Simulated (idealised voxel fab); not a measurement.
The following process module bears the name voxel double patterning.
Shown is cross-section cut, with a width of 280 nm and square cells of size 5 nm.
In this document a cross-section is written as a grid of square cells. It is given as a series of bands, listed from the top down, and a band is one or more rows of cells.
Top height, bottom height, nm. Materials left to right, width each, nm. Single material + "everywhere" = fills band edge to edge. "empty" = empty.
Ref level 0: as-received wafer is one material below here. Bottom band extends down with no lower bound ("0 nm and below").
Top row gets the first number, bottom row gets the second, and each row in between changes by the same step: that is how a band width like "30..40" works.
"remained the same" for a step: no cell of the cross-section changed in that step.
Empty spaces counting at least 8 cells and having no open way to the top are listed in "Trapped cavities". The notation width x height at distance is used for each, the distance being from the left edge and all three values in nm.
Step line, after settings: the simulator's comment on this step.
Among the settings permitted on a step's line is "overlay nm"; applied to a step with a mask, it specifies the extent to which the mask lay to the right of its planned position, whereas a negative figure signifies a position to the left.

# Here's what the planned process steps look like
1 RECEIVE: material Si
2 CONFORMAL_DEP: material SiO2, thk nm 5
3 DIRECTIONAL_DEP: material TiN, thk nm 20
4 DIRECTIONAL_DEP: material SiCN, thk nm 5
5 PATTERN: tone open, mask id FIRST, material resist, width nm 15, pitch nm 50, thk nm 15, overlay nm 0
6 DIRECTIONAL_ETCH: etch materials SiCN, depth nm 5
7 STRIP: etch materials resist
8 PATTERN: tone open, mask id SECOND, material resist, width nm 15, thk nm 15, overlay nm 0
9 DIRECTIONAL_ETCH: etch materials SiCN, depth nm 5
10 STRIP: etch materials resist
11 DIRECTIONAL_ETCH: etch materials TiN, depth nm 20
12 STRIP: etch materials SiCN

# The cross-section here shows the wafer as received, i.e. in its state after step 1
  0 nm and below: Si everywhere
  Trapped cavities: none

# Run as planned - first of the two wafers cross-sectioned at the end of the module
  25 nm to 5 nm: TiN 105 / empty 15 / TiN 10 / empty 15 / TiN 10 / empty 15 / TiN 110
  5 nm to 0 nm: SiO2 everywhere
  0 nm and below: Si everywhere
  Trapped cavities: none

# Cross-section of the latter of the two wafers at module completion. It had an identical start and an identical plan to the former; in running it, one mistake was made
  25 nm to 5 nm: TiN 105 / empty 15 / TiN 5 / empty 25 / TiN 5 / empty 15 / TiN 110
  5 nm to 0 nm: SiO2 everywhere
  0 nm and below: Si everywhere
  Trapped cavities: none
In executing the process, a mistake was made relative to the plan: contrary to plan, step 8 was performed as PATTERN: tone open, mask id SECOND, material resist, width nm 25, thk nm 15, overlay nm 0
Per the end-of-run cell counts, the second wafer holds more or fewer of some materials than the first: -8 TiN
